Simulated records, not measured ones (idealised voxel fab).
The document below concerns the process module designated voxel released beams.
Cross-section cut spans 185 nm and uses square cells 5 nm in size.
In this document a cross-section is written as a grid of square cells. It is given as a series of bands, listed from the top down, and a band is one or more rows of cells.
What a band's entry tells you: where the top is and where the bottom is, as heights in nm, and after that what lies inside, material by material from left to right, each with its width in nm. Empty space is written as the word "air", and a single material marked with the word "everywhere" occupies the band from edge to edge.
Counting heights begins at 0, where everything beneath is, in the wafer as received, one material. The lowest band has no bottom; it goes on downwards, as "0..down" shows.
A two-number width, for instance "30..40", indicates that the width is equal to the first number in the top row of the band and to the second number in the bottom row, and that it changes by a constant amount per row of cells.
"no alterations made" after a step means that no cell of the cross-section changed.
Enclosed void list: empty space of 8 cells or more with no open way to the top, each as width x height at its distance from the left edge, in nm
Text after the settings on a step's line: the simulator's own remark on that step.
A step line may carry the setting "overlay nm", which, for steps involving a mask, states the distance by which the mask lay to the right of its intended position; negative values denote displacement to the left.

STEPS PLANNED FOR THE PROCESS
1) op RECEIVE | material Si
2) op CONFORMAL_DEP | material Al2O3 | thk nm 10
3) op DIRECTIONAL_DEP | material SiO2 | thk nm 15
4) op DIRECTIONAL_DEP | material aC | thk nm 15
5) op PATTERN | tone open | mask id ANCHOR | material resist | width nm 40 | thk nm 35 | overlay nm 0
6) op DIRECTIONAL_ETCH | etch materials aC | depth nm 15
7) op STRIP | etch materials resist
8) op DIRECTIONAL_ETCH | etch materials SiO2 | depth nm 15
9) op STRIP | etch materials aC
10) op CONFORMAL_DEP | material W | thk nm 15
11) op MASKED_ETCH | tone cover | mask id BEAM | width nm 105 | etch materials W | depth nm 15 | overlay nm 0
12) op STRIP | etch materials SiO2

CROSS-SECTION OF THE WAFER AS IT CAME TO US, I.E., ALREADY THROUGH STEP 1
* 0..down  Si everywhere
* Enclosed void list: none

THE FIRST OF THE TWO WAFERS AS SEEN IN CROSS-SECTION ONCE THE MODULE WAS FINISHED; PROCESSING FOLLOWED THE PLAN
* 40..25  air 35, then W 20, then air 10, then W 75, then air 45
* 25..10  air 40, then W 40, then air 105
* 10..0  Al2O3 everywhere
* 0..down  Si everywhere
* Enclosed void list: none

CROSS-SECTION, SECOND WAFER: SAME START AS THE FIRST, SAME PLAN AS THE FIRST, ONE MISTAKE IN RUNNING IT; TAKEN AT THE END OF THE MODULE
* 0..down  Si everywhere
* Enclosed void list: none
So what did we get wrong on this run? step 2 ran as: op CONFORMAL_DEP | material SiO2 | thk nm 10
Final wafer comparison in cells, second versus first, more or fewer per material: 74 fewer of Al2O3; 81 fewer of W
